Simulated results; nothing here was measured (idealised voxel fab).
This section sets out a process module, namely voxel tone inversion.
This is section cut - it's 265 nm across, gridded in 5 nm square cells.
Square cells in a grid make up a cross-section in this document, and the grid is given as bands, listed from the top down, each one or more rows of cells.
Quick guide to a band line: top height, bottom height (nm) up front; then every material left to right with its width in nm. Only one material and it's marked "everywhere"? Then it fills the band edge to edge. And "empty" just means empty space.
Convention: height 0 is the level below which the wafer, as received, is all one material. The lowest band does not terminate at the bottom but continues downward, represented as "top 0, no bottom".
When a width is written as two numbers, as in "30->40", the first number is the width in the top row of cells of the band and the second is the width in its bottom row, and the width changes by the same amount from each row to the next.
Key: "no change" - step with no changed cell in the cross-section.
Closed-off voids of 8+ cells (no open route to the top) go in "Cavities, sealed", written width x height at distance from the left edge, in nm.
If you see something after the settings on a step's line, that's the simulator's own remark about that step.
The setting "overlay nm" may be written on the line of a step. When the step uses a mask, the value reports how far to the right of the planned place the mask lay, and a negative value reports that it lay to the left.
This section lists the process steps that were planned
step 1: RECEIVE | material Si
step 2: CONFORMAL_DEP | material SiN | thk nm 10
step 3: DIRECTIONAL_DEP | material polySi | thk nm 20
step 4: PATTERN | tone cover | mask id POSTS | material resist | width nm 15 | pitch nm 40 | thk nm 30 | overlay nm 0
step 5: DIRECTIONAL_ETCH | etch materials polySi | depth nm 20
step 6: STRIP | etch materials resist
step 7: FILL_DEP | material lowk | thk nm 10
step 8: CMP | height nm 30
step 9: STRIP | etch materials polySi
First of two wafers - as planned
Wafer as received: cross-section following step 1
	top 0, no bottom | Si everywhere
	Cavities, sealed: none
The following cross-section depicts the wafer upon completion of step 2
	top 10, bottom 0 | SiN everywhere
	Note: structure below 0 unchanged.
The following cross-section depicts the wafer upon completion of step 3
	top 30, bottom 10 | polySi everywhere
	Note: structure below 10 unchanged.
The following cross-section depicts the wafer upon completion of step 4
	top 60, bottom 30 | empty 65 nm, then resist 15 nm, then empty 25 nm, then resist 15 nm, then empty 25 nm, then resist 15 nm, then empty 25 nm, then resist 15 nm, then empty 65 nm
	Note: structure below 30 unchanged.
The following cross-section depicts the wafer upon completion of step 5
	top 60, bottom 30 | empty 65 nm, then resist 15 nm, then empty 25 nm, then resist 15 nm, then empty 25 nm, then resist 15 nm, then empty 25 nm, then resist 15 nm, then empty 65 nm
	top 30, bottom 10 | empty 65 nm, then polySi 15 nm, then empty 25 nm, then polySi 15 nm, then empty 25 nm, then polySi 15 nm, then empty 25 nm, then polySi 15 nm, then empty 65 nm
	Note: structure below 10 unchanged.
The following cross-section depicts the wafer upon completion of step 6
	top 30, bottom 10 | empty 65 nm, then polySi 15 nm, then empty 25 nm, then polySi 15 nm, then empty 25 nm, then polySi 15 nm, then empty 25 nm, then polySi 15 nm, then empty 65 nm
	Note: structure below 10 unchanged.
The following cross-section depicts the wafer upon completion of step 7
	top 40, bottom 30 | lowk everywhere
	top 30, bottom 10 | lowk 65 nm, then polySi 15 nm, then lowk 25 nm, then polySi 15 nm, then lowk 25 nm, then polySi 15 nm, then lowk 25 nm, then polySi 15 nm, then lowk 65 nm
	Note: structure below 10 unchanged.
The following cross-section depicts the wafer upon completion of step 8
	top 30, bottom 10 | lowk 65 nm, then polySi 15 nm, then lowk 25 nm, then polySi 15 nm, then lowk 25 nm, then polySi 15 nm, then lowk 25 nm, then polySi 15 nm, then lowk 65 nm
	Note: structure below 10 unchanged.
The following cross-section depicts the wafer upon completion of step 9
	top 30, bottom 10 | lowk 65 nm, then empty 15 nm, then lowk 25 nm, then empty 15 nm, then lowk 25 nm, then empty 15 nm, then lowk 25 nm, then empty 15 nm, then lowk 65 nm
	Note: structure below 10 unchanged.
What follows concerns the second wafer, which started out like the first and was meant to follow the very same plan; one mistake crept in when it was run, but everything up to and including step 8 is the same as for the first wafer
Planned end of step 9: second wafer, cross-section
	top 30, bottom 10 | empty 65 nm, then polySi 15 nm, then empty 25 nm, then polySi 15 nm, then empty 25 nm, then polySi 15 nm, then empty 25 nm, then polySi 15 nm, then empty 65 nm
	Note: structure below 10 unchanged.
Diagnosis: step 9 deviated from plan and actually ran as STRIP | etch materials lowk
FYI, end of process, the second wafer has more or fewer cells of some materials than the first: lowk -164 | polySi +48
